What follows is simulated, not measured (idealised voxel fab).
Process module heading - voxel released beams
Section shown: cut. Width: 165 nm. Cell size: 5 nm, square.
Cross-section format: a grid of square cells, given as bands from top to bottom; each band is one or more rows of cells. Band: top and bottom heights (nm) first, top before bottom; then materials from left to right, widths in nm. "throughout" marks a sole material filling the band edge to edge. "empty" denotes empty space. For the purposes of this specification, 0 denotes the height below which the wafer in its as-received condition is composed wholly of one material, and the lowermost band, lacking a lower limit, extends downward without end, as expressed in "0 -> down". Quick explanation for "30..40": the width changes in equal steps down the rows of cells, from the first number in the band's top row to the second number in its bottom row. A step reported as "all unchanged" is a step in which no cell of the cross-section changed. In "Closed void inventory" the enclosed voids are listed, meaning empty spaces of 8 cells or larger without any opening to the top. The form is width x height at distance, distance from the left edge, units nm. Step line, after settings: the simulator's comment on this step. "overlay nm" denotes, for a step that has a mask, the displacement of the mask to the right of its planned place, with negative values corresponding to the left. From here on the document is pairs. In a pair, the cross-section before one process step comes with the cross-section after it, and the latter goes no deeper than the lowest band that changed. What lies in between, the step and its settings, is written under the pair. A pair may be from a different run of this module on the same starting wafer than the pair above it, so it continues from that pair only where its entry headed "Cross-section, before" says so.
[Cross-section, before]
- 80 -> 60 = empty=30 | resist=95 | empty=40
- 60 -> 45 = empty=30 | aC=25 | resist=5 | aC=65 | empty=40
- 45 -> 40 = polySi=55 | resist=5 | polySi=105
- 40 -> 30 = polySi=55 | aC=5 | polySi=105
- 30 -> 25 = SiO2=40 | polySi=15 | aC=5 | polySi=15 | SiO2=90
- 25 -> 10 = SiO2=40 | polySi=35 | SiO2=90
- 10 -> 0 = SiN throughout
- 0 -> down = Si throughout
- Closed void inventory: none
[Step Result]
- 60 -> 45 = empty=30 | aC=25 | empty=5 | aC=65 | empty=40
- 45 -> 40 = polySi=55 | empty=5 | polySi=105
- For the remainder of the cross-section, below 40, there is no change.
- Closed void inventory: none
Transition step, before and after shown above: op STRIP | etch materials resist
Cross-section, before: For the state before this step, see the after cross-section of the pair located directly above.
[Step Result]
- 60 -> 45 = empty=30 | aC=25 | empty=5 | aC=65 | empty=40
- 45 -> 40 = empty=30 | polySi=25 | empty=5 | polySi=65 | empty=40
- 40 -> 30 = empty=30 | polySi=25 | aC=5 | polySi=65 | empty=40
- For the remainder of the cross-section, below 30, there is no change.
- Closed void inventory: none
Transition step, before and after shown above: op DIRECTIONAL_ETCH | etch materials polySi | depth nm 15
Cross-section, before: For the state before this step, see the after cross-section of the pair located directly above.
[Step Result]
- 45 -> 30 = empty=30 | polySi=25 | empty=5 | polySi=65 | empty=40
- 30 -> 25 = SiO2=40 | polySi=15 | empty=5 | polySi=15 | SiO2=90
- For the remainder of the cross-section, below 25, there is no change.
- Closed void inventory: none
Transition step, before and after shown above: op STRIP | etch materials aC
Cross-section, before: For the state before this step, see the after cross-section of the pair located directly above.
[Step Result]
- 45 -> 30 = empty=30 | polySi=25 | empty=5 | polySi=65 | empty=40
- 30 -> 25 = empty=40 | polySi=15 | empty=5 | polySi=15 | empty=90
- 25 -> 10 = empty=40 | polySi=35 | empty=90
- For the remainder of the cross-section, below 10, there is no change.
- Closed void inventory: none
Transition step, before and after shown above: op STRIP | etch materials SiO2
[Cross-section, before]
- 45 -> 30 = aC=35 | empty=35 | aC=95
- 30 -> 10 = SiO2=35 | empty=35 | SiO2=95
- 10 -> 0 = SiN throughout
- 0 -> down = Si throughout
- Closed void inventory: none
[Step Result]
- 0 -> down = Si throughout
- Closed void inventory: none
Transition step, before and after shown above: op STRIP | etch materials SiN
Cross-section, before: For the state before this step, see the after cross-section of the pair located directly above.
[Step Result]
- 15 -> 0 = polySi throughout
- For the remainder of the cross-section, below 0, there is no change.
- Closed void inventory: none
Transition step, before and after shown above: op CONFORMAL_DEP | material polySi | thk nm 15
Cross-section, before: For the state before this step, see the after cross-section of the pair located directly above.
[Step Result]
- 30 -> 15 = aC throughout
- For the remainder of the cross-section, below 15, there is no change.
- Closed void inventory: none
Transition step, before and after shown above: op DIRECTIONAL_DEP | material aC | thk nm 15
Cross-section, before: For the state before this step, see the after cross-section of the pair located directly above.
[Step Result]
- 65 -> 30 = empty=30 | resist=95 | empty=40
- For the remainder of the cross-section, below 30, there is no change.
- Closed void inventory: none
Transition step, before and after shown above: op PATTERN | tone cover | mask id BEAM | material resist | width nm 95 | thk nm 35 | overlay nm 0
Cross-section, before: For the state before this step, see the after cross-section of the pair located directly above.
[Step Result]
- 50 -> 30 = empty=30 | resist=95 | empty=40
- 30 -> 15 = empty=30 | aC=95 | empty=40
- For the remainder of the cross-section, below 15, there is no change.
- Closed void inventory: none
Transition step, before and after shown above: op DIRECTIONAL_ETCH | etch materials aC | depth nm 15
Cross-section, before: For the state before this step, see the after cross-section of the pair located directly above.
[Step Result]
- 30 -> 15 = empty=30 | aC=95 | empty=40
- For the remainder of the cross-section, below 15, there is no change.
- Closed void inventory: none
Transition step, before and after shown above: op STRIP | etch materials resist
Cross-section, before: For the state before this step, see the after cross-section of the pair located directly above.
[Step Result]
- 30 -> 15 = empty=30 | aC=95 | empty=40
- 15 -> 0 = empty=30 | polySi=95 | empty=40
- For the remainder of the cross-section, below 0, there is no change.
- Closed void inventory: none
Transition step, before and after shown above: op DIRECTIONAL_ETCH | etch materials polySi | depth nm 15
Cross-section, before: For the state before this step, see the after cross-section of the pair located directly above.
[Step Result]
- 15 -> 0 = empty=30 | polySi=95 | empty=40
- For the remainder of the cross-section, below 0, there is no change.
- Closed void inventory: none
Transition step, before and after shown above: op STRIP | etch materials aC
[Cross-section, before]
- 45 -> 30 = aC throughout
- 30 -> 10 = SiO2 throughout
- 10 -> 0 = SiN throughout
- 0 -> down = Si throughout
- Closed void inventory: none
[Step Result]
- 75 -> 45 = empty=35 | resist=35 | empty=95
- For the remainder of the cross-section, below 45, there is no change.
- Closed void inventory: none
Transition step, before and after shown above: op PATTERN | tone cover | mask id ANCHOR | material resist | width nm 35 | thk nm 30 | overlay nm 0
Cross-section, before: For the state before this step, see the after cross-section of the pair located directly above.
[Step Result]
- 60 -> 45 = empty=35 | resist=35 | empty=95
- 45 -> 30 = empty=35 | aC=35 | empty=95
- For the remainder of the cross-section, below 30, there is no change.
- Closed void inventory: none
Transition step, before and after shown above: op DIRECTIONAL_ETCH | etch materials aC | depth nm 15
Cross-section, before: For the state before this step, see the after cross-section of the pair located directly above.
[Step Result]
- 45 -> 30 = empty=35 | aC=35 | empty=95
- For the remainder of the cross-section, below 30, there is no change.
- Closed void inventory: none
Transition step, before and after shown above: op STRIP | etch materials resist
Cross-section, before: For the state before this step, see the after cross-section of the pair located directly above.
[Step Result]
- 45 -> 30 = empty=35 | aC=35 | empty=95
- 30 -> 10 = empty=35 | SiO2=35 | empty=95
- For the remainder of the cross-section, below 10, there is no change.
- Closed void inventory: none
Transition step, before and after shown above: op DIRECTIONAL_ETCH | etch materials SiO2 | depth nm 20
Cross-section, before: For the state before this step, see the after cross-section of the pair located directly above.
[Step Result]
- 30 -> 10 = empty=35 | SiO2=35 | empty=95
- For the remainder of the cross-section, below 10, there is no change.
- Closed void inventory: none
Transition step, before and after shown above: op STRIP | etch materials aC
Cross-section, before: For the state before this step, see the after cross-section of the pair located directly above.
[Step Result]
- 45 -> 30 = empty=20 | polySi=65 | empty=80
- 30 -> 25 = empty=20 | polySi=15 | SiO2=35 | polySi=15 | empty=80
- 25 -> 10 = polySi=35 | SiO2=35 | polySi=95
- For the remainder of the cross-section, below 10, there is no change.
- Closed void inventory: none
Transition step, before and after shown above: op CONFORMAL_DEP | material polySi | thk nm 15
Cross-section, before: For the state before this step, see the after cross-section of the pair located directly above.
[Step Result]
- 60 -> 45 = empty=20 | aC=65 | empty=80
- 45 -> 40 = empty=20 | polySi=65 | empty=80
- 40 -> 30 = aC=20 | polySi=65 | aC=80
- 30 -> 25 = aC=20 | polySi=15 | SiO2=35 | polySi=15 | aC=80
- For the remainder of the cross-section, below 25, there is no change.
- Closed void inventory: none
Transition step, before and after shown above: op DIRECTIONAL_DEP | material aC | thk nm 15
Cross-section, before: For the state before this step, see the after cross-section of the pair located directly above.
[Step Result]
- 95 -> 60 = empty=30 | resist=95 | empty=40
- 60 -> 45 = empty=20 | aC=65 | resist=40 | empty=40
- 45 -> 40 = empty=20 | polySi=65 | resist=40 | empty=40
- For the remainder of the cross-section, below 40, there is no change.
- Closed void inventory: none
Transition step, before and after shown above: op PATTERN | tone cover | mask id BEAM | material resist | width nm 95 | thk nm 35 | overlay nm 0
Cross-section, before: For the state before this step, see the after cross-section of the pair located directly above.
[Step Result]
- 80 -> 60 = empty=30 | resist=95 | empty=40
- 60 -> 45 = empty=30 | aC=55 | resist=40 | empty=40
- 45 -> 40 = empty=20 | polySi=65 | resist=40 | empty=40
- 40 -> 30 = empty=20 | polySi=65 | aC=40 | empty=40
- 30 -> 25 = empty=20 | polySi=15 | SiO2=35 | polySi=15 | aC=40 | empty=40
- For the remainder of the cross-section, below 25, there is no change.
- Closed void inventory: none
Transition step, before and after shown above: op DIRECTIONAL_ETCH | etch materials aC | depth nm 15
Cross-section, before: For the state before this step, see the after cross-section of the pair located directly above.
[Step Result]
- 60 -> 45 = empty=30 | aC=55 | empty=80
- 45 -> 40 = empty=20 | polySi=65 | empty=80
- For the remainder of the cross-section, below 40, there is no change.
- Closed void inventory: none
Transition step, before and after shown above: op STRIP | etch materials resist
Cross-section, before: For the state before this step, see the after cross-section of the pair located directly above.
[Step Result]
- 60 -> 45 = empty=30 | aC=55 | empty=80
- 45 -> 40 = empty=30 | polySi=55 | empty=80
- 40 -> 30 = empty=30 | polySi=55 | aC=40 | empty=40
- 30 -> 25 = empty=20 | polySi=15 | SiO2=35 | polySi=15 | aC=40 | empty=40
- 25 -> 10 = empty=20 | polySi=15 | SiO2=35 | polySi=55 | empty=40
- For the remainder of the cross-section, below 10, there is no change.
- Closed void inventory: none
Transition step, before and after shown above: op DIRECTIONAL_ETCH | etch materials polySi | depth nm 15
Cross-section, before: For the state before this step, see the after cross-section of the pair located directly above.
[Step Result]
- 45 -> 30 = empty=30 | polySi=55 | empty=80
- 30 -> 25 = empty=20 | polySi=15 | SiO2=35 | polySi=15 | empty=80
- For the remainder of the cross-section, below 25, there is no change.
- Closed void inventory: none
Transition step, before and after shown above: op STRIP | etch materials aC
